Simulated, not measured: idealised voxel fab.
A process module follows: voxel ribs on slabs.
The cross-section on display is named cut; it measures 175 nm wide, and its cells are 5 nm squares.
Just so we're on the same page, the cross-sections are grids of square cells, and they're listed out in bands top to bottom, each band one or more rows deep. Within each band entry, the heights of the top and of the bottom of the band appear first, in that order and in nm; the materials of the band then follow from left to right, each with its corresponding width in nm. The designation "everywhere" on a single material indicates that it fills the band from edge to edge; the designation "air" indicates empty space. Heights from 0 (as-received wafer is one material below). Bottom band endless downward, as "0..down". It should be noted that a width expressed as "30 to 40" varies in equal increments from row to row of cells within the band, taking the value of the first number at the top row and that of the second number at the bottom row. "nothing different", as given for a step, is the statement that not any cell of the cross-section underwent a change during that step. So "Closed void register" is basically the list of trapped voids: any empty space of 8 cells or more that can't reach the top through an opening. They're written width x height at distance, the distance being from the left edge, and it's all nm. Note: text after step settings on the step line = simulator remark on that step. overlay nm: right-of-plan distance of the mask on a masked step; negative values mean left-of-plan.

### This section lists the process steps that were planned
1) op RECEIVE | material Si
2) op DIRECTIONAL_DEP | material SiO2 | thk nm 20
3) op DIRECTIONAL_DEP | material polySi | thk nm 20
4) op PATTERN | tone cover | mask id RIB | material resist | width nm 20 | thk nm 20 | overlay nm 0
5) op DIRECTIONAL_ETCH | etch materials polySi | depth nm 10
6) op STRIP | etch materials resist
7) op MASKED_ETCH | tone cover | mask id SLAB | width nm 50 | etch materials polySi | depth nm 10 | overlay nm 0
8) op FILL_DEP | material SiO2 | thk nm 25
9) op CMP | height nm 60
10) op DIRECTIONAL_DEP | material TiN | thk nm 5
11) op MASKED_ETCH | tone cover | mask id HEATER | width nm 30 | etch materials TiN | depth nm 5 | overlay nm 0
12) op CONFORMAL_DEP | material SiN | thk nm 5

### As received (post step 1): cross-section
> 0..down: Si everywhere
> Closed void register: none

### Cross-sectional view of the first of the two wafers upon completion of the module, processed in accordance with the plan
> 70..65: air: 65 / SiN: 40 / air: 70
> 65..60: SiN: 70 / TiN: 30 / SiN: 75
> 60..40: SiO2 everywhere
> 40..30: SiO2: 75 / polySi: 20 / SiO2: 80
> 30..20: SiO2: 60 / polySi: 50 / SiO2: 65
> 20..0: SiO2 everywhere
> 0..down: Si everywhere
> Closed void register: none

### End-of-module cross-section of the second wafer: identical starting point and process plan to the first, with one processing mistake
> 70..65: air: 65 / SiN: 40 / air: 70
> 65..60: SiN: 70 / TiN: 30 / SiN: 75
> 60..40: SiO2 everywhere
> 40..30: SiO2: 75 / polySi: 20 / SiO2: 80
> 30..20: SiO2: 60 / polySi: 55 / SiO2: 60
> 20..0: SiO2 everywhere
> 0..down: Si everywhere
> Closed void register: none
What went wrong in running the wafer? step 7 off recipe, ran as op MASKED_ETCH | tone cover | mask id SLAB | width nm 55 | etch materials polySi | depth nm 10 | overlay nm 0
It is noted that, at the conclusion of processing, the second wafer exhibits a higher or lower cell count for certain materials relative to the first: -2 SiO2; +2 polySi
